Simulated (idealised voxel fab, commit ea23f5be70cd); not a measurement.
The document below concerns the process module designated voxel capacitor over wiring.
Shown is cross-section cut, with a width of 195 nm and square cells of size 5 nm.
This document writes a cross-section as a grid whose cells are square, and gives it as bands, listed from the top down; one or more rows of cells form a band. Heights first: top, then bottom, in nm. Then materials, left to right, each with a width in nm. "full width" on a single material: fills the band edge to edge. "empty": empty space. Heights are expressed relative to 0, this being the level below which the as-received wafer comprises one material exclusively. The lowest band is unbounded in the downward direction and is denoted as in "z 0 and below". When a width is written as two numbers, as in "30->40", the first number is the width in the top row of cells of the band and the second is the width in its bottom row, and the width changes by the same amount from each row to the next. When a step is marked "no change", none of the cells in the cross-section changed during that step. Listed in "Sealed void inventory": every empty space of 8 or more cells without an open way to the top. Form: width x height at distance, the distance being from the left edge, all in nm. The remark found on a step's line after its settings is issued by the simulator itself and pertains to that step. For masked steps, "overlay nm" on the step line gives how far right of plan the mask actually lay; a minus sign means it lay to the left.

# Planned step list for the process
1. RECEIVE: material Si
2. CONFORMAL_DEP: material SiO2, thk nm 15
3. CONFORMAL_DEP: material SiCN, thk nm 5
4. DIRECTIONAL_DEP: material lowk, thk nm 20
5. MASKED_ETCH: tone open, mask id METAL_1, width nm 20, pitch nm 80, etch materials lowk, depth nm 20, overlay nm 0
6. MASKED_ETCH: tone open, mask id METAL_1, width nm 20, pitch nm 80, etch materials SiCN, depth nm 5, overlay nm 0
7. CONFORMAL_DEP: material TiN, thk nm 5
8. FILL_DEP: material Cu, thk nm 5
9. CMP: height nm 40
10. CONFORMAL_DEP: material SiCN, thk nm 5
11. DIRECTIONAL_DEP: material lowk, thk nm 20
12. DIRECTIONAL_DEP: material aC, thk nm 10
13. PATTERN: tone open, mask id PLUG_1, material resist, width nm 15, thk nm 25, overlay nm 0
14. DIRECTIONAL_ETCH: etch materials aC, depth nm 10
15. STRIP: etch materials resist
16. DIRECTIONAL_ETCH: etch materials lowk, depth nm 20
17. DIRECTIONAL_ETCH: etch materials SiCN, depth nm 5
18. STRIP: etch materials aC
19. CONFORMAL_DEP: material TiN, thk nm 5
20. FILL_DEP: material Ru, thk nm 10
21. CMP: height nm 65
22. DIRECTIONAL_DEP: material TiN, thk nm 5
23. DIRECTIONAL_DEP: material Al2O3, thk nm 5
24. DIRECTIONAL_DEP: material TiN, thk nm 10
25. MASKED_ETCH: tone cover, mask id UPPER_PLATE, width nm 65, etch materials TiN, depth nm 10, overlay nm 0
26. MASKED_ETCH: tone cover, mask id UPPER_PLATE, width nm 65, etch materials Al2O3, depth nm 5, overlay nm 0
27. MASKED_ETCH: tone cover, mask id LOWER_PLATE, width nm 75, etch materials TiN, depth nm 5, overlay nm 0
28. FILL_DEP: material SiO2, thk nm 15
29. CMP: height nm 95
30. PATTERN: tone open, mask id PLUG_2, material resist, width nm 15, thk nm 15, overlay nm 0
31. DIRECTIONAL_ETCH: etch materials SiO2, depth nm 10
32. STRIP: etch materials resist
33. CONFORMAL_DEP: material TiN, thk nm 5
34. FILL_DEP: material W, thk nm 5
35. CMP: height nm 95
36. CONFORMAL_DEP: material SiCN, thk nm 5

# Cross-section: wafer on arrival = after step 1
- z 0 and below = Si full width
- Sealed void inventory: none

# Wafer cross-section at module end: first of two, run to plan
- z 100 to 95 = SiCN full width
- z 95 to 90 = 60 nm SiO2; 5 nm TiN; 5 nm W; 5 nm TiN; 120 nm SiO2
- z 90 to 85 = 60 nm SiO2; 15 nm TiN; 120 nm SiO2
- z 85 to 75 = 50 nm SiO2; 65 nm TiN; 80 nm SiO2
- z 75 to 70 = 50 nm SiO2; 65 nm Al2O3; 80 nm SiO2
- z 70 to 65 = 45 nm SiO2; 75 nm TiN; 75 nm SiO2
- z 65 to 45 = 50 nm lowk; 5 nm TiN; 5 nm Ru; 5 nm TiN; 130 nm lowk
- z 45 to 40 = 50 nm SiCN; 15 nm TiN; 130 nm SiCN
- z 40 to 20 = 45 nm lowk; 5 nm TiN; 10 nm Cu; 5 nm TiN; 60 nm lowk; 5 nm TiN; 10 nm Cu; 5 nm TiN; 50 nm lowk
- z 20 to 15 = 45 nm SiCN; 20 nm TiN; 60 nm SiCN; 20 nm TiN; 50 nm SiCN
- z 15 to 0 = SiO2 full width
- z 0 and below = Si full width
- Sealed void inventory: none

# End of module, second wafer, cross-section. Started like the first, planned like the first, run with one mistake
- z 100 to 95 = SiCN full width
- z 95 to 90 = 55 nm W; 5 nm TiN; 15 nm SiO2; 5 nm TiN; 115 nm W
- z 90 to 85 = 60 nm TiN; 15 nm SiO2; 120 nm TiN
- z 85 to 75 = 50 nm SiO2; 65 nm TiN; 80 nm SiO2
- z 75 to 70 = 50 nm SiO2; 65 nm Al2O3; 80 nm SiO2
- z 70 to 65 = 45 nm SiO2; 75 nm TiN; 75 nm SiO2
- z 65 to 45 = 50 nm lowk; 5 nm TiN; 5 nm Ru; 5 nm TiN; 130 nm lowk
- z 45 to 40 = 50 nm SiCN; 15 nm TiN; 130 nm SiCN
- z 40 to 20 = 45 nm lowk; 5 nm TiN; 10 nm Cu; 5 nm TiN; 60 nm lowk; 5 nm TiN; 10 nm Cu; 5 nm TiN; 50 nm lowk
- z 20 to 15 = 45 nm SiCN; 20 nm TiN; 60 nm SiCN; 20 nm TiN; 50 nm SiCN
- z 15 to 0 = SiO2 full width
- z 0 and below = Si full width
- Sealed void inventory: none
What was done differently from what was planned? step 30 deviated from plan and actually ran as PATTERN: tone cover, mask id PLUG_2, material resist, width nm 15, thk nm 15, overlay nm 0
Wafer comparison, final, in cells, second relative to first, materials more or fewer: SiO2: 66 fewer, TiN: 33 more, W: 33 more
